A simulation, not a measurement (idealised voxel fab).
The document below concerns the process module designated voxel ribs on slabs.
Xsec cut, 150 nm wide, square cell size 5 nm.
In this document a cross-section is written as a grid of square cells. It is given as a series of bands, listed from the top down, and a band is one or more rows of cells.
It is stipulated that each band's entry specify, in nanometres, the height of the top of the band and then that of its bottom, followed by the materials of the band in left-to-right sequence, each together with its width in nanometres. A single material marked by the word "edge to edge" is understood to fill the band from edge to edge; the word "blank" is understood to denote empty space.
Height 0 is the level under which the wafer as received is all one material. The lowest band goes on downwards, as in "from 0 down".
Width spec "30..40" -> top row of cells at first value, bottom row at second value, equal per-row change in between.
"remains unaltered" -> step changed no cross-section cell.
Entry "Completely sealed voids" = empty spaces >= 8 cells with no open way to the top; each as width x height at distance, distance from left edge, all nm.
If you see something after the settings on a step's line, that's the simulator's own remark about that step.
If you see "overlay nm" on a step's line and that step has a mask, it's telling you how far right of where it was planned the mask ended up; a negative number means it went left instead.

# The steps planned for the process are as follows
1,op RECEIVE | material Si
2,op DIRECTIONAL_DEP | material SiO2 | thk nm 20
3,op DIRECTIONAL_DEP | material polySi | thk nm 25
4,op MASKED_ETCH | tone cover | mask id RIB | width nm 20 | etch materials polySi | depth nm 15 | overlay nm -15
5,op DIRECTIONAL_DEP | material aC | thk nm 15
6,op PATTERN | tone cover | mask id SLAB | material resist | width nm 50 | thk nm 30 | overlay nm 0
7,op DIRECTIONAL_ETCH | etch materials aC | depth nm 15
8,op STRIP | etch materials resist
9,op DIRECTIONAL_ETCH | etch materials polySi | depth nm 10
10,op STRIP | etch materials aC
11,op FILL_DEP | material SiO2 | thk nm 15
12,op CMP | height nm 55
13,op DIRECTIONAL_DEP | material W | thk nm 5
14,op DIRECTIONAL_DEP | material aC | thk nm 15
15,op PATTERN | tone cover | mask id HEATER | material resist | width nm 30 | thk nm 30 | overlay nm 0
16,op DIRECTIONAL_ETCH | etch materials aC | depth nm 15
17,op STRIP | etch materials resist
18,op DIRECTIONAL_ETCH | etch materials W | depth nm 5
19,op STRIP | etch materials aC
20,op CONFORMAL_DEP | material SiO2 | thk nm 10
Don't read the plan's overlay nm for step 4 as applying to every wafer: that's the first wafer's value, and the wafers differ in it, though they all start identical.

# As received, i.e. after step 1: cross-section through the first of several wafers
from 0 down | Si edge to edge
Completely sealed voids: none

# After the module's final step, step 20: the first of several wafers in cross-section
from 70 to 65 | 50 nm blank; 50 nm SiO2; 50 nm blank
from 65 to 60 | SiO2 edge to edge
from 60 to 55 | 60 nm SiO2; 30 nm W; 60 nm SiO2
from 55 to 45 | SiO2 edge to edge
from 45 to 30 | 50 nm SiO2; 20 nm polySi; 80 nm SiO2
from 30 to 20 | 50 nm SiO2; 50 nm polySi; 50 nm SiO2
from 20 to 0 | SiO2 edge to edge
from 0 down | Si edge to edge
Completely sealed voids: none

# Cross-section at module completion, last wafer
from 70 to 65 | 50 nm blank; 50 nm SiO2; 50 nm blank
from 65 to 60 | SiO2 edge to edge
from 60 to 55 | 60 nm SiO2; 30 nm W; 60 nm SiO2
from 55 to 45 | SiO2 edge to edge
from 45 to 30 | 80 nm SiO2; 20 nm polySi; 50 nm SiO2
from 30 to 20 | 50 nm SiO2; 50 nm polySi; 50 nm SiO2
from 20 to 0 | SiO2 edge to edge
from 0 down | Si edge to edge
Completely sealed voids: none

# Heads up, this table goes wafer by wafer. A row tells you, at the end of the module, how many cells of each material that wafer has put on (+) or dropped (-) since it was received, and then its closed voids
overlay nm -15, +362 SiO2, +6 W, +32 polySi, Completely sealed voids: none
overlay nm -10, +362 SiO2, +6 W, +32 polySi, Completely sealed voids: none
overlay nm -5, +362 SiO2, +6 W, +32 polySi, Completely sealed voids: none
overlay nm 0, +362 SiO2, +6 W, +32 polySi, Completely sealed voids: none
overlay nm 5, +362 SiO2, +6 W, +32 polySi, Completely sealed voids: none
overlay nm 10, +362 SiO2, +6 W, +32 polySi, Completely sealed voids: none
overlay nm 15, +362 SiO2, +6 W, +32 polySi, Completely sealed voids: none
